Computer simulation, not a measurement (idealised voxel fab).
process module | voxel gate over fins
cross-section cut | 175 nm wide | cells 5 nm
A cross-section is a grid of square cells, given in bands from the top down. A band is one or more rows of cells.
Each band's line starts with the height of the band's top and of its bottom, in nm. Then come its materials from left to right, each with its width in nm. One material with "throughout" fills the band from edge to edge. "air" is empty space.
Height 0 is the level under which the wafer as received is all one material. The lowest band goes on downwards, as in "0 down".
A width such as "30 to 40" changes by the same amount from each row of cells to the next, from the band's top row to its bottom row.
"no change" after a step means that no cell of the cross-section changed.
closed voids: empty space of 8 cells or more with no open way to the top, each as width x height at its distance from the left edge, in nm
after a step's settings: what the simulator itself notes on the step
overlay nm, on a step with a mask: how far to the right of its planned place the mask lay; to the left if negative
plan
1 op RECEIVE | material Si
2 op CONFORMAL_DEP | material SiN | thk nm 10
3 op PATTERN | tone cover | mask id FINS | material resist | width nm 15 | pitch nm 35 | thk nm 15 | overlay nm 0
4 op DIRECTIONAL_ETCH | etch materials SiN | depth nm 10
5 op DIRECTIONAL_ETCH | etch materials Si | depth nm 30
6 op STRIP | etch materials resist
7 op OXIDIZE | depth nm 5
8 op FILL_DEP | material SiO2 | thk nm 10
9 op CMP | height nm 10
10 op SELECTIVE_ETCH | etch materials SiO2 | depth nm 20
11 op STRIP | etch materials SiN
12 op CONFORMAL_DEP | material HfO2 | thk nm 5
13 op CONFORMAL_DEP | material TiN | thk nm 5
14 op CONFORMAL_DEP | material TiAl | thk nm 5
15 op CONFORMAL_DEP | material TiN | thk nm 5
16 op FILL_DEP | material W | thk nm 15
17 op CMP | height nm 30
18 op CONFORMAL_DEP | material SiN | thk nm 5
as received, after step 1
  0 down: Si throughout
  closed voids: none
first wafer at the end, as planned
  35 to 30: SiN throughout
  30 to 20: W throughout
  20 to 15: W 10 | TiN 150 | W 15
  15 to 10: W 10 | TiN 5 | TiAl 140 | TiN 5 | W 15
  10 to 5: TiN 15 | TiAl 5 | TiN 25 | TiAl 10 | TiN 25 | TiAl 10 | TiN 25 | TiAl 10 | TiN 25 | TiAl 5 | TiN 20
  5 to 0: TiAl 20 | TiN 5 | HfO2 15 | TiN 5 | TiAl 10 | TiN 5 | HfO2 15 | TiN 5 | TiAl 10 | TiN 5 | HfO2 15 | TiN 5 | TiAl 10 | TiN 5 | HfO2 15 | TiN 5 | TiAl 25
  0 to -5: TiN 25 | HfO2 5 | Si 5 | HfO2 5 | TiN 20 | HfO2 5 | Si 5 | HfO2 5 | TiN 20 | HfO2 5 | Si 5 | HfO2 5 | TiN 20 | HfO2 5 | Si 5 | HfO2 5 | TiN 30
  -5 to -10: HfO2 30 | Si 5 | HfO2 30 | Si 5 | HfO2 30 | Si 5 | HfO2 30 | Si 5 | HfO2 35
  -10 to -35: SiO2 30 | Si 5 | SiO2 30 | Si 5 | SiO2 30 | Si 5 | SiO2 30 | Si 5 | SiO2 35
  -35 down: Si throughout
  closed voids: none
second wafer at the end: like start, like plan, one mistake
  35 to 30: SiN throughout
  30 to 20: W throughout
  20 to 15: W 10 | TiN 150 | W 15
  15 to 10: W 10 | TiN 5 | TiAl 140 | TiN 5 | W 15
  10 to 5: TiN 15 | TiAl 5 | HfO2 25 | TiAl 10 | HfO2 25 | TiAl 10 | HfO2 25 | TiAl 10 | HfO2 25 | TiAl 5 | TiN 20
  5 to 0: TiAl 20 | HfO2 5 | TiN 15 | HfO2 5 | TiAl 10 | HfO2 5 | TiN 15 | HfO2 5 | TiAl 10 | HfO2 5 | TiN 15 | HfO2 5 | TiAl 10 | HfO2 5 | TiN 15 | HfO2 5 | TiAl 25
  0 to -5: HfO2 25 | TiN 5 | Si 5 | TiN 5 | HfO2 20 | TiN 5 | Si 5 | TiN 5 | HfO2 20 | TiN 5 | Si 5 | TiN 5 | HfO2 20 | TiN 5 | Si 5 | TiN 5 | HfO2 30
  -5 to -10: TiN 30 | Si 5 | TiN 30 | Si 5 | TiN 30 | Si 5 | TiN 30 | Si 5 | TiN 35
  -10 to -35: SiO2 30 | Si 5 | SiO2 30 | Si 5 | SiO2 30 | Si 5 | SiO2 30 | Si 5 | SiO2 35
  -35 down: Si throughout
  closed voids: none
what went wrong: steps 12 and 13 were swapped
at the end the second wafer has, in cells: as many of each material as the first, in other places
